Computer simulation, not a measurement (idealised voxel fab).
Process module, titled voxel plated lines
Xsec cut, 255 nm wide, square cell size 5 nm.
A cross-section in this document is a grid of square cells, and it is written down as bands, the top band listed before the ones below it; a band is made up of one or more rows of cells. This entry defines a band. It first specifies the height of the band's top and the height of its bottom in nm, and then specifies the band's materials from left to right, stating each material with its width in nm. The word "edge to edge" identifies a single material that fills the band from edge to edge, while the word "empty" identifies empty space. Height is counted from the level 0, under which the received wafer is composed throughout of one material. The lowest of the bands is not closed at the bottom but continues downward, in the notation "top 0, no bottom". A width given as "30..40" starts at the first number in the band's top row and ends at the second number in its bottom row, shifting by an equal amount at every step from row to row. Given "stayed the same" for a step, no cell of the cross-section differs between before and after that step. "Unvented internal voids" contains a list of empty spaces, each no smaller than 8 cells and without an open way to the top, written in the form width x height at distance with the distance from the left edge and all three in nm. Step line, after settings: the simulator's comment on this step. The "overlay nm" setting may appear on a step's line; for a step that uses a mask, it gives how far to the right of its planned position the mask lay, and a negative value indicates the left.
Process steps (planned):
1) RECEIVE,material Si
2) CONFORMAL_DEP,material SiO2,thk nm 15
3) DIRECTIONAL_DEP,material TiN,thk nm 5
4) PATTERN,tone open,mask id LINES,material resist,width nm 20,pitch nm 40,thk nm 40,overlay nm 0
5) EPI,material Ru,thk nm 10
6) EPI,material Ru,thk nm 5
7) EPI,material Ru,thk nm 5
8) STRIP,etch materials resist
9) DIRECTIONAL_ETCH,etch materials TiN,depth nm 5
10) CONFORMAL_DEP,material SiCN,thk nm 10
First of the two wafers, run per plan:
Incoming wafer, cross-sectional view, post step 1:
- top 0, no bottom: Si edge to edge
- Unvented internal voids: none
Once step 2 is through, the wafer looks like this in cross-section:
- top 15, bottom 0: SiO2 edge to edge
- All layers under 0 are left as they were.
Once step 3 is through, the wafer looks like this in cross-section:
- top 20, bottom 15: TiN edge to edge
- All layers under 15 are left as they were.
Once step 4 is through, the wafer looks like this in cross-section:
- top 60, bottom 20: 75 of resist; 20 of empty; 20 of resist; 20 of empty; 20 of resist; 20 of empty; 80 of resist
- All layers under 20 are left as they were.
Once step 5 is through, the wafer looks like this in cross-section:
- top 60, bottom 30: 75 of resist; 20 of empty; 20 of resist; 20 of empty; 20 of resist; 20 of empty; 80 of resist
- top 30, bottom 20: 75 of resist; 20 of Ru; 20 of resist; 20 of Ru; 20 of resist; 20 of Ru; 80 of resist
- All layers under 20 are left as they were.
Once step 6 is through, the wafer looks like this in cross-section:
- top 60, bottom 35: 75 of resist; 20 of empty; 20 of resist; 20 of empty; 20 of resist; 20 of empty; 80 of resist
- top 35, bottom 20: 75 of resist; 20 of Ru; 20 of resist; 20 of Ru; 20 of resist; 20 of Ru; 80 of resist
- All layers under 20 are left as they were.
Once step 7 is through, the wafer looks like this in cross-section:
- top 60, bottom 40: 75 of resist; 20 of empty; 20 of resist; 20 of empty; 20 of resist; 20 of empty; 80 of resist
- top 40, bottom 20: 75 of resist; 20 of Ru; 20 of resist; 20 of Ru; 20 of resist; 20 of Ru; 80 of resist
- All layers under 20 are left as they were.
Once step 8 is through, the wafer looks like this in cross-section:
- top 40, bottom 20: 75 of empty; 20 of Ru; 20 of empty; 20 of Ru; 20 of empty; 20 of Ru; 80 of empty
- All layers under 20 are left as they were.
Once step 9 is through, the wafer looks like this in cross-section:
- top 40, bottom 20: 75 of empty; 20 of Ru; 20 of empty; 20 of Ru; 20 of empty; 20 of Ru; 80 of empty
- top 20, bottom 15: 75 of empty; 20 of TiN; 20 of empty; 20 of TiN; 20 of empty; 20 of TiN; 80 of empty
- All layers under 15 are left as they were.
Once step 10 is through, the wafer looks like this in cross-section:
- top 50, bottom 40: 65 of empty; 120 of SiCN; 70 of empty
- top 40, bottom 25: 65 of empty; 10 of SiCN; 20 of Ru; 20 of SiCN; 20 of Ru; 20 of SiCN; 20 of Ru; 10 of SiCN; 70 of empty
- top 25, bottom 20: 75 of SiCN; 20 of Ru; 20 of SiCN; 20 of Ru; 20 of SiCN; 20 of Ru; 80 of SiCN
- top 20, bottom 15: 75 of SiCN; 20 of TiN; 20 of SiCN; 20 of TiN; 20 of SiCN; 20 of TiN; 80 of SiCN
- All layers under 15 are left as they were.
Okay, second wafer. Nothing different at the start, nothing different in the plan, just one mistake somewhere in the running. As far as step 1, counting that step, it's the first wafer all over again:
What the second wafer looks like in cross-section when step 2 should have wrapped up:
- top 5, bottom 0: SiO2 edge to edge
- All layers under 0 are left as they were.
What the second wafer looks like in cross-section when step 3 should have wrapped up:
- top 10, bottom 5: TiN edge to edge
- All layers under 5 are left as they were.
What the second wafer looks like in cross-section when step 4 should have wrapped up:
- top 50, bottom 10: 75 of resist; 20 of empty; 20 of resist; 20 of empty; 20 of resist; 20 of empty; 80 of resist
- All layers under 10 are left as they were.
What the second wafer looks like in cross-section when step 5 should have wrapped up:
- top 50, bottom 20: 75 of resist; 20 of empty; 20 of resist; 20 of empty; 20 of resist; 20 of empty; 80 of resist
- top 20, bottom 10: 75 of resist; 20 of Ru; 20 of resist; 20 of Ru; 20 of resist; 20 of Ru; 80 of resist
- All layers under 10 are left as they were.
What the second wafer looks like in cross-section when step 6 should have wrapped up:
- top 50, bottom 25: 75 of resist; 20 of empty; 20 of resist; 20 of empty; 20 of resist; 20 of empty; 80 of resist
- top 25, bottom 10: 75 of resist; 20 of Ru; 20 of resist; 20 of Ru; 20 of resist; 20 of Ru; 80 of resist
- All layers under 10 are left as they were.
What the second wafer looks like in cross-section when step 7 should have wrapped up:
- top 50, bottom 30: 75 of resist; 20 of empty; 20 of resist; 20 of empty; 20 of resist; 20 of empty; 80 of resist
- top 30, bottom 10: 75 of resist; 20 of Ru; 20 of resist; 20 of Ru; 20 of resist; 20 of Ru; 80 of resist
- All layers under 10 are left as they were.
What the second wafer looks like in cross-section when step 8 should have wrapped up:
- top 30, bottom 10: 75 of empty; 20 of Ru; 20 of empty; 20 of Ru; 20 of empty; 20 of Ru; 80 of empty
- All layers under 10 are left as they were.
What the second wafer looks like in cross-section when step 9 should have wrapped up:
- top 30, bottom 10: 75 of empty; 20 of Ru; 20 of empty; 20 of Ru; 20 of empty; 20 of Ru; 80 of empty
- top 10, bottom 5: 75 of empty; 20 of TiN; 20 of empty; 20 of TiN; 20 of empty; 20 of TiN; 80 of empty
- All layers under 5 are left as they were.
What the second wafer looks like in cross-section when step 10 should have wrapped up:
- top 40, bottom 30: 65 of empty; 120 of SiCN; 70 of empty
- top 30, bottom 15: 65 of empty; 10 of SiCN; 20 of Ru; 20 of SiCN; 20 of Ru; 20 of SiCN; 20 of Ru; 10 of SiCN; 70 of empty
- top 15, bottom 10: 75 of SiCN; 20 of Ru; 20 of SiCN; 20 of Ru; 20 of SiCN; 20 of Ru; 80 of SiCN
- top 10, bottom 5: 75 of SiCN; 20 of TiN; 20 of SiCN; 20 of TiN; 20 of SiCN; 20 of TiN; 80 of SiCN
- All layers under 5 are left as they were.
Heads up, the wafer didn't run the way we planned it: step 2 deviated from plan and actually ran as CONFORMAL_DEP,material SiO2,thk nm 5
In the final state, the cell counts of the second wafer exceed or fall short of those of the first for the following materials: -102 SiO2
